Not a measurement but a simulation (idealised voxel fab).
Module name: voxel self aligned vias (process module)
Square cell edge 5 nm, section width 195 nm, ID cut.
When this document writes out a cross-section, it uses a grid of square cells and lists it as bands, beginning at the top and moving down, with a band standing for one or more rows of cells.
Quick guide to a band line: top height, bottom height (nm) up front; then every material left to right with its width in nm. Only one material and it's marked "everywhere"? Then it fills the band edge to edge. And "blank" just means empty space.
It should be noted that heights are counted from 0, beneath which the wafer as supplied is of one material throughout, and that the lowest band possesses no lower boundary but continues downward, as written in "from 0 down".
Width: "30->40" (first number = top row, second number = bottom row, same change from row to row of cells).
For the purposes of this document, the phrase "no alterations made" attached to a step denotes that no cell within the cross-section was modified by that step.
"Completely sealed voids" enumerates empty spaces isolated from the top, with no open way to it, that contain at least 8 cells, giving each as width x height at distance from the left edge, all three in nm.
Whatever follows a step's settings on its line is a remark the simulator itself makes about that step.
overlay nm, on a step with a mask: how far to the right of its planned place the mask lay; to the left if negative
-- These are the steps we planned for the process
step 1: RECEIVE (material Si)
step 2: CONFORMAL_DEP (material SiO2; thk nm 10)
step 3: CONFORMAL_DEP (material SiCN; thk nm 5)
step 4: DIRECTIONAL_DEP (material SiO2; thk nm 20)
step 5: MASKED_ETCH (tone open; mask id LINES; width nm 25; pitch nm 65; etch materials SiO2; depth nm 20; overlay nm 0)
step 6: CONFORMAL_DEP (material TiN; thk nm 5)
step 7: FILL_DEP (material Ru; thk nm 5)
step 8: CMP (height nm 35)
step 9: SELECTIVE_ETCH (etch materials W Ru TiN; depth nm 5)
step 10: FILL_DEP (material SiN; thk nm 5)
step 11: CMP (height nm 35)
step 12: DIRECTIONAL_DEP (material SiO2; thk nm 15)
step 13: DIRECTIONAL_DEP (material aC; thk nm 10)
step 14: PATTERN (tone open; mask id VIAS; material resist; width nm 45; thk nm 25; overlay nm 0)
step 15: DIRECTIONAL_ETCH (etch materials aC; depth nm 10)
step 16: STRIP (etch materials resist)
step 17: DIRECTIONAL_ETCH (etch materials SiO2; depth nm 15)
step 18: DIRECTIONAL_ETCH (etch materials SiN; depth nm 5)
step 19: STRIP (etch materials aC)
step 20: CONFORMAL_DEP (material TiN; thk nm 5)
step 21: FILL_DEP (material Cu; thk nm 10)
step 22: CMP (height nm 50)
step 23: CONFORMAL_DEP (material SiCN; thk nm 5)
-- Cross-section of the incoming wafer, state after step 1
	from 0 down = Si everywhere
	Completely sealed voids: none
-- Run as planned - first of the two wafers cross-sectioned at the end of the module
	from 55 to 50 = SiCN everywhere
	from 50 to 40 = 40 nm SiO2, then 5 nm TiN, then 35 nm Cu, then 5 nm TiN, then 110 nm SiO2
	from 40 to 35 = 40 nm SiO2, then 15 nm TiN, then 15 nm Cu, then 15 nm TiN, then 110 nm SiO2
	from 35 to 30 = 50 nm SiO2, then 25 nm TiN, then 40 nm SiO2, then 25 nm SiN, then 55 nm SiO2
	from 30 to 20 = 50 nm SiO2, then 5 nm TiN, then 15 nm Ru, then 5 nm TiN, then 40 nm SiO2, then 5 nm TiN, then 15 nm Ru, then 5 nm TiN, then 55 nm SiO2
	from 20 to 15 = 50 nm SiO2, then 25 nm TiN, then 40 nm SiO2, then 25 nm TiN, then 55 nm SiO2
	from 15 to 10 = SiCN everywhere
	from 10 to 0 = SiO2 everywhere
	from 0 down = Si everywhere
	Completely sealed voids: none
-- Cross-section at end of module for the second wafer of two, which matched the first in starting point and plan and differed by one mistake in its processing
	from 55 to 50 = SiCN everywhere
	from 50 to 40 = 40 nm SiO2, then 5 nm TiN, then 35 nm Cu, then 5 nm TiN, then 110 nm SiO2
	from 40 to 35 = 40 nm SiO2, then 15 nm TiN, then 15 nm Cu, then 15 nm TiN, then 110 nm SiO2
	from 35 to 30 = 50 nm SiO2, then 25 nm TiN, then 40 nm SiO2, then 25 nm SiN, then 55 nm SiO2
	from 30 to 20 = 50 nm SiO2, then 5 nm TiN, then 15 nm Ru, then 5 nm TiN, then 40 nm SiO2, then 5 nm TiN, then 15 nm Ru, then 5 nm TiN, then 55 nm SiO2
	from 20 to 15 = 50 nm SiO2, then 25 nm TiN, then 40 nm SiO2, then 25 nm TiN, then 55 nm SiO2
	from 15 to 5 = SiO2 everywhere
	from 5 to 0 = SiCN everywhere
	from 0 down = Si everywhere
	Completely sealed voids: none
Finding, execution versus plan: step 3 occupied the plan position of step 2, and the converse holds as well
Matching per-material cell counts, mismatched positions: that is how the second wafer compares with the first at the end.
